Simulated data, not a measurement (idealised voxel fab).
process module | voxel wiring stack
cross-section cut | 185 nm wide | cells 5 nm
A cross-section is a grid of square cells, given in bands from the top down. A band is one or more rows of cells.
Each band's line starts with the height of the band's top and of its bottom, in nm. Then come its materials from left to right, each with its width in nm. One material with "throughout" fills the band from edge to edge. "air" is empty space.
Height 0 is the level under which the wafer as received is all one material. The lowest band goes on downwards, as in "0 down".
A width such as "30 to 40" changes by the same amount from each row of cells to the next, from the band's top row to its bottom row.
"no change" after a step means that no cell of the cross-section changed.
closed voids: empty space of 8 cells or more with no open way to the top, each as width x height at its distance from the left edge, in nm
after a step's settings: what the simulator itself notes on the step
overlay nm, on a step with a mask: how far to the right of its planned place the mask lay; to the left if negative
plan
1 op RECEIVE | material Si
2 op CONFORMAL_DEP | material SiO2 | thk nm 15
3 op DIRECTIONAL_DEP | material TiN | thk nm 5
4 op DIRECTIONAL_DEP | material W | thk nm 15
5 op PATTERN | tone cover | mask id METAL_1 | material resist | width nm 20 | pitch nm 45 | thk nm 20 | overlay nm 0
6 op DIRECTIONAL_ETCH | etch materials W | depth nm 15
7 op DIRECTIONAL_ETCH | etch materials TiN | depth nm 5
8 op STRIP | etch materials resist
9 op CONFORMAL_DEP | material SiN | thk nm 5
10 op FILL_DEP | material lowk | thk nm 5
11 op CMP | height nm 35
12 op CONFORMAL_DEP | material SiCN | thk nm 5
13 op DIRECTIONAL_DEP | material SiO2 | thk nm 35
14 op MASKED_ETCH | tone open | mask id METAL_2 | width nm 20 | pitch nm 45 | etch materials SiO2 | depth nm 20 | overlay nm 0
15 op DIRECTIONAL_DEP | material aC | thk nm 15
16 op PATTERN | tone open | mask id METAL_2_HOLES | material resist | width nm 15 | pitch nm 45 | thk nm 35 | overlay nm 0
17 op DIRECTIONAL_ETCH | etch materials aC | depth nm 15
18 op STRIP | etch materials resist
19 op DIRECTIONAL_ETCH | etch materials SiO2 | depth nm 15
20 op DIRECTIONAL_ETCH | etch materials SiCN | depth nm 5
21 op STRIP | etch materials aC
22 op CONFORMAL_DEP | material TiN | thk nm 5
23 op FILL_DEP | material Cu | thk nm 5
24 op CMP | height nm 75
25 op CONFORMAL_DEP | material SiCN | thk nm 5
26 op DIRECTIONAL_DEP | material lowk | thk nm 10
27 op PATTERN | tone open | mask id PLUG_2 | material resist | width nm 15 | thk nm 20 | overlay nm 0
28 op DIRECTIONAL_ETCH | etch materials lowk | depth nm 10
29 op DIRECTIONAL_ETCH | etch materials SiCN | depth nm 5
30 op STRIP | etch materials resist
31 op CONFORMAL_DEP | material TiN | thk nm 5
32 op FILL_DEP | material W | thk nm 5
33 op CMP | height nm 90
34 op CONFORMAL_DEP | material SiCN | thk nm 5
35 op DIRECTIONAL_DEP | material SiO2 | thk nm 25
36 op PATTERN | tone open | mask id METAL_3 | material resist | width nm 20 | pitch nm 45 | thk nm 20 | overlay nm 0
37 op DIRECTIONAL_ETCH | etch materials SiO2 | depth nm 25
38 op DIRECTIONAL_ETCH | etch materials SiCN | depth nm 5
39 op STRIP | etch materials resist
40 op CONFORMAL_DEP | material TiN | thk nm 5
41 op FILL_DEP | material Cu | thk nm 10
42 op CMP | height nm 120
43 op CONFORMAL_DEP | material SiCN | thk nm 5
44 op DIRECTIONAL_DEP | material lowk | thk nm 10
45 op PATTERN | tone open | mask id PLUG_3 | material resist | width nm 15 | pitch nm 45 | thk nm 15 | overlay nm 0
46 op DIRECTIONAL_ETCH | etch materials lowk | depth nm 10
47 op DIRECTIONAL_ETCH | etch materials SiCN | depth nm 5
48 op STRIP | etch materials resist
49 op EPI | material Ru | thk nm 10
50 op EPI | material Ru | thk nm 5
51 op DIRECTIONAL_DEP | material TiN | thk nm 5
52 op DIRECTIONAL_DEP | material W | thk nm 25
53 op MASKED_ETCH | tone cover | mask id METAL_4 | width nm 20 | pitch nm 45 | etch materials W | depth nm 25 | overlay nm 0
54 op MASKED_ETCH | tone cover | mask id METAL_4 | width nm 20 | pitch nm 45 | etch materials TiN | depth nm 5 | overlay nm 0
55 op CONFORMAL_DEP | material SiN | thk nm 5
56 op FILL_DEP | material SiO2 | thk nm 10
57 op CMP | height nm 165
58 op CONFORMAL_DEP | material SiN | thk nm 5
as received, after step 1
  0 down: Si throughout
  closed voids: none
first wafer at the end, as planned
  170 to 165: SiN throughout
  165 to 140: SiO2 55 | SiN 5 | W 20 | SiN 5 | SiO2 15 | SiN 5 | W 20 | SiN 5 | SiO2 55
  140 to 135: SiN 60 | TiN 20 | SiN 25 | TiN 20 | SiN 60
  135 to 125: lowk 60 | Ru 15 | lowk 30 | Ru 15 | lowk 65
  125 to 120: SiCN 60 | Ru 15 | SiCN 30 | Ru 15 | SiCN 65
  120 to 95: SiO2 60 | TiN 5 | Cu 10 | TiN 5 | SiO2 25 | TiN 5 | Cu 10 | TiN 5 | SiO2 60
  95 to 90: SiCN 60 | TiN 20 | SiCN 25 | TiN 20 | SiCN 60
  90 to 80: lowk 60 | TiN 5 | W 5 | TiN 5 | lowk 110
  80 to 75: SiCN 60 | TiN 15 | SiCN 110
  75 to 60: SiO2 60 | TiN 5 | Cu 10 | TiN 5 | SiO2 25 | TiN 5 | Cu 10 | TiN 5 | SiO2 60
  60 to 55: SiO2 60 | TiN 5 | Cu 5 | TiN 10 | SiO2 25 | TiN 5 | Cu 5 | TiN 10 | SiO2 60
  55 to 40: SiO2 60 | TiN 5 | Cu 5 | TiN 5 | SiO2 30 | TiN 5 | Cu 5 | TiN 5 | SiO2 65
  40 to 35: SiCN 60 | TiN 15 | SiCN 30 | TiN 15 | SiCN 65
  35 to 20: lowk 55 | SiN 5 | W 20 | SiN 5 | lowk 15 | SiN 5 | W 20 | SiN 5 | lowk 55
  20 to 15: SiN 60 | TiN 20 | SiN 25 | TiN 20 | SiN 60
  15 to 0: SiO2 throughout
  0 down: Si throughout
  closed voids: none
second wafer at the end: like start, like plan, one mistake
  170 to 165: SiN throughout
  165 to 140: SiO2 55 | SiN 5 | W 20 | SiN 5 | SiO2 15 | SiN 5 | W 20 | SiN 5 | SiO2 55
  140 to 135: SiN 60 | TiN 20 | SiN 25 | TiN 20 | SiN 60
  135 to 125: lowk 60 | Ru 15 | lowk 30 | Ru 15 | lowk 65
  125 to 120: SiCN 60 | Ru 15 | SiCN 30 | Ru 15 | SiCN 65
  120 to 95: SiO2 60 | TiN 5 | Cu 10 | TiN 5 | SiO2 25 | TiN 5 | Cu 10 | TiN 5 | SiO2 60
  95 to 90: SiCN 60 | TiN 20 | SiCN 25 | TiN 20 | SiCN 60
  90 to 80: lowk 60 | TiN 5 | W 5 | TiN 5 | lowk 110
  80 to 75: SiCN 60 | TiN 15 | SiCN 110
  75 to 60: SiO2 60 | TiN 5 | Cu 10 | TiN 5 | SiO2 25 | TiN 5 | Cu 10 | TiN 5 | SiO2 60
  60 to 55: SiO2 60 | TiN 5 | Cu 5 | TiN 10 | SiO2 25 | TiN 5 | Cu 5 | TiN 10 | SiO2 60
  55 to 40: SiO2 60 | TiN 5 | Cu 5 | TiN 5 | SiO2 30 | TiN 5 | Cu 5 | TiN 5 | SiO2 65
  40 to 35: SiCN 60 | TiN 15 | SiCN 30 | TiN 15 | SiCN 65
  35 to 20: lowk 65 | SiN 5 | W 20 | SiN 5 | lowk 15 | SiN 5 | W 20 | SiN 5 | lowk 45
  20 to 15: SiN 70 | TiN 20 | SiN 25 | TiN 20 | SiN 50
  15 to 0: SiO2 throughout
  0 down: Si throughout
  closed voids: none
what went wrong: step 5 ran as: op PATTERN | tone cover | mask id METAL_1 | material resist | width nm 20 | pitch nm 45 | thk nm 20 | overlay nm 10
at the end the second wafer has, in cells: as many of each material as the first, in other places
